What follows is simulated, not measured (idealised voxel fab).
Documented hereafter: the process module known as voxel ribs on slabs.
cross-section cut | 285 nm wide | cells 5 nm
If you're reading a cross-section in this doc, picture square cells in a grid; it comes to you as bands, top ones listed first down to the bottom, and a band can be one or more rows of cells. What a band's entry tells you: where the top is and where the bottom is, as heights in nm, and after that what lies inside, material by material from left to right, each with its width in nm. Empty space is written as the word "empty", and a single material marked with the word "throughout" occupies the band from edge to edge. Heights are measured from 0, the level below which the as-received wafer is all one material; the lowest band has no bottom and continues downward, written as in "0 down". The width entry "30..40" should be interpreted row by row: the top row of cells in the band takes the first number, the bottom row takes the second number, and the change between adjacent rows is uniform throughout. It should be understood that the words "remains unaltered", when stated for a given step, signify that the cross-section underwent no change in any of its cells during that step. Each empty space that has no open way to the top and spans at least 8 cells appears under "Enclosed void list" as width x height at distance, the distance counted from the left edge, all in nm. On a step's line, text after the settings is the simulator commenting on that step. If you see "overlay nm" on a step's line and that step has a mask, it's telling you how far right of where it was planned the mask ended up; a negative number means it went left instead.

Set out below are the planned steps of the process
1. RECEIVE with material Si
2. DIRECTIONAL_DEP with material SiO2, thk nm 25
3. DIRECTIONAL_DEP with material SiN, thk nm 20
4. DIRECTIONAL_DEP with material aC, thk nm 10
5. PATTERN with tone cover, mask id RIB, material resist, width nm 25, thk nm 25, overlay nm 0
6. DIRECTIONAL_ETCH with etch materials aC, depth nm 10
7. STRIP with etch materials resist
8. DIRECTIONAL_ETCH with etch materials SiN, depth nm 5
9. STRIP with etch materials aC
10. DIRECTIONAL_DEP with material aC, thk nm 10
11. PATTERN with tone cover, mask id SLAB, material resist, width nm 55, thk nm 30, overlay nm 0
12. DIRECTIONAL_ETCH with etch materials aC, depth nm 10
13. STRIP with etch materials resist
14. DIRECTIONAL_ETCH with etch materials SiN, depth nm 15
15. STRIP with etch materials aC
16. FILL_DEP with material SiO2, thk nm 15
17. CMP with height nm 55
18. DIRECTIONAL_DEP with material W, thk nm 5
19. PATTERN with tone cover, mask id HEATER, material resist, width nm 35, thk nm 20, overlay nm 0
20. DIRECTIONAL_ETCH with etch materials W, depth nm 5
21. STRIP with etch materials resist
22. CONFORMAL_DEP with material SiO2, thk nm 5

Of two wafers, the first: run according to plan

Shown in cross-section is the wafer as received, that is, as it stands after step 1
  0 down: Si throughout
  Enclosed void list: none

Once step 2 is through, the wafer looks like this in cross-section
  25 to 0: SiO2 throughout
  Beneath the level 0, the cross-section is identical to its previous state.

Once step 3 is through, the wafer looks like this in cross-section
  45 to 25: SiN throughout
  Beneath the level 25, the cross-section is identical to its previous state.

Once step 4 is through, the wafer looks like this in cross-section
  55 to 45: aC throughout
  Beneath the level 45, the cross-section is identical to its previous state.

Once step 5 is through, the wafer looks like this in cross-section
  80 to 55: empty 130, then resist 25, then empty 130
  Beneath the level 55, the cross-section is identical to its previous state.

Once step 6 is through, the wafer looks like this in cross-section
  70 to 55: empty 130, then resist 25, then empty 130
  55 to 45: empty 130, then aC 25, then empty 130
  Beneath the level 45, the cross-section is identical to its previous state.

Once step 7 is through, the wafer looks like this in cross-section
  55 to 45: empty 130, then aC 25, then empty 130
  Beneath the level 45, the cross-section is identical to its previous state.

Once step 8 is through, the wafer looks like this in cross-section
  55 to 45: empty 130, then aC 25, then empty 130
  45 to 40: empty 130, then SiN 25, then empty 130
  Beneath the level 40, the cross-section is identical to its previous state.

Once step 9 is through, the wafer looks like this in cross-section
  45 to 40: empty 130, then SiN 25, then empty 130
  Beneath the level 40, the cross-section is identical to its previous state.

Once step 10 is through, the wafer looks like this in cross-section
  55 to 50: empty 130, then aC 25, then empty 130
  50 to 45: aC throughout
  45 to 40: aC 130, then SiN 25, then aC 130
  Beneath the level 40, the cross-section is identical to its previous state.

Once step 11 is through, the wafer looks like this in cross-section
  85 to 55: empty 115, then resist 55, then empty 115
  55 to 50: empty 115, then resist 15, then aC 25, then resist 15, then empty 115
  Beneath the level 50, the cross-section is identical to its previous state.

Once step 12 is through, the wafer looks like this in cross-section
  75 to 55: empty 115, then resist 55, then empty 115
  55 to 50: empty 115, then resist 15, then aC 25, then resist 15, then empty 115
  50 to 45: empty 115, then aC 55, then empty 115
  45 to 40: empty 115, then aC 15, then SiN 25, then aC 15, then empty 115
  Beneath the level 40, the cross-section is identical to its previous state.

Once step 13 is through, the wafer looks like this in cross-section
  55 to 45: empty 130..115, then aC 25..55, then empty 130..115
  Beneath the level 45, the cross-section is identical to its previous state.

Once step 14 is through, the wafer looks like this in cross-section
  55 to 45: empty 130..115, then aC 25..55, then empty 130..115
  45 to 40: empty 115, then aC 15, then SiN 25, then aC 15, then empty 115
  40 to 25: empty 115, then SiN 55, then empty 115
  Beneath the level 25, the cross-section is identical to its previous state.

Once step 15 is through, the wafer looks like this in cross-section
  45 to 40: empty 130, then SiN 25, then empty 130
  Beneath the level 40, the cross-section is identical to its previous state.

Once step 16 is through, the wafer looks like this in cross-section
  60 to 45: SiO2 throughout
  45 to 40: SiO2 130, then SiN 25, then SiO2 130
  40 to 25: SiO2 115, then SiN 55, then SiO2 115
  Beneath the level 25, the cross-section is identical to its previous state.

Once step 17 is through, the wafer looks like this in cross-section
  55 to 45: SiO2 throughout
  Beneath the level 45, the cross-section is identical to its previous state.

Once step 18 is through, the wafer looks like this in cross-section
  60 to 55: W throughout
  Beneath the level 55, the cross-section is identical to its previous state.

Once step 19 is through, the wafer looks like this in cross-section
  80 to 60: empty 125, then resist 35, then empty 125
  Beneath the level 60, the cross-section is identical to its previous state.

Once step 20 is through, the wafer looks like this in cross-section
  80 to 60: empty 125, then resist 35, then empty 125
  60 to 55: empty 125, then W 35, then empty 125
  Beneath the level 55, the cross-section is identical to its previous state.

Once step 21 is through, the wafer looks like this in cross-section
  60 to 55: empty 125, then W 35, then empty 125
  Beneath the level 55, the cross-section is identical to its previous state.

Once step 22 is through, the wafer looks like this in cross-section
  65 to 60: empty 120, then SiO2 45, then empty 120
  60 to 55: SiO2 125, then W 35, then SiO2 125
  Beneath the level 55, the cross-section is identical to its previous state.

Now the other wafer: same start, same recipe, but we messed up one thing when running it. Up to and including step 3 it's the same as the first one

The second wafer cut through, at the time step 4 was supposed to be finished
  55 to 45: SiO2 throughout
  Beneath the level 45, the cross-section is identical to its previous state.

The second wafer cut through, at the time step 5 was supposed to be finished
  80 to 55: empty 130, then resist 25, then empty 130
  Beneath the level 55, the cross-section is identical to its previous state.

The second wafer cut through, at the time step 6 was supposed to be finished
  70 to 55: empty 130, then resist 25, then empty 130
  Beneath the level 55, the cross-section is identical to its previous state.

The second wafer cut through, at the time step 7 was supposed to be finished
  55 to 45: SiO2 throughout
  Beneath the level 45, the cross-section is identical to its previous state.

The second wafer cut through, at the time step 8 was supposed to be finished: remains unaltered

The second wafer cut through, at the time step 9 was supposed to be finished: remains unaltered

The second wafer cut through, at the time step 10 was supposed to be finished
  65 to 55: aC throughout
  Beneath the level 55, the cross-section is identical to its previous state.

The second wafer cut through, at the time step 11 was supposed to be finished
  95 to 65: empty 115, then resist 55, then empty 115
  Beneath the level 65, the cross-section is identical to its previous state.

The second wafer cut through, at the time step 12 was supposed to be finished
  85 to 65: empty 115, then resist 55, then empty 115
  65 to 55: empty 115, then aC 55, then empty 115
  Beneath the level 55, the cross-section is identical to its previous state.

The second wafer cut through, at the time step 13 was supposed to be finished
  65 to 55: empty 115, then aC 55, then empty 115
  Beneath the level 55, the cross-section is identical to its previous state.

The second wafer cut through, at the time step 14 was supposed to be finished: remains unaltered

The second wafer cut through, at the time step 15 was supposed to be finished
  55 to 45: SiO2 throughout
  Beneath the level 45, the cross-section is identical to its previous state.

The second wafer cut through, at the time step 16 was supposed to be finished
  70 to 45: SiO2 throughout
  Beneath the level 45, the cross-section is identical to its previous state.

The second wafer cut through, at the time step 17 was supposed to be finished
  55 to 45: SiO2 throughout
  Beneath the level 45, the cross-section is identical to its previous state.

The second wafer cut through, at the time step 18 was supposed to be finished
  60 to 55: W throughout
  Beneath the level 55, the cross-section is identical to its previous state.

The second wafer cut through, at the time step 19 was supposed to be finished
  80 to 60: empty 125, then resist 35, then empty 125
  Beneath the level 60, the cross-section is identical to its previous state.

The second wafer cut through, at the time step 20 was supposed to be finished
  80 to 60: empty 125, then resist 35, then empty 125
  60 to 55: empty 125, then W 35, then empty 125
  Beneath the level 55, the cross-section is identical to its previous state.

The second wafer cut through, at the time step 21 was supposed to be finished
  60 to 55: empty 125, then W 35, then empty 125
  Beneath the level 55, the cross-section is identical to its previous state.

The second wafer cut through, at the time step 22 was supposed to be finished
  65 to 60: empty 120, then SiO2 45, then empty 120
  60 to 55: SiO2 125, then W 35, then SiO2 125
  Beneath the level 55, the cross-section is identical to its previous state.
Error vs. plan: note that step 4 departed from the planned setting and was carried out as DIRECTIONAL_DEP with material SiO2, thk nm 10
At the finish, the second wafer shows more or fewer cells for some materials than the first does: SiN: 190 more | SiO2: 190 fewer
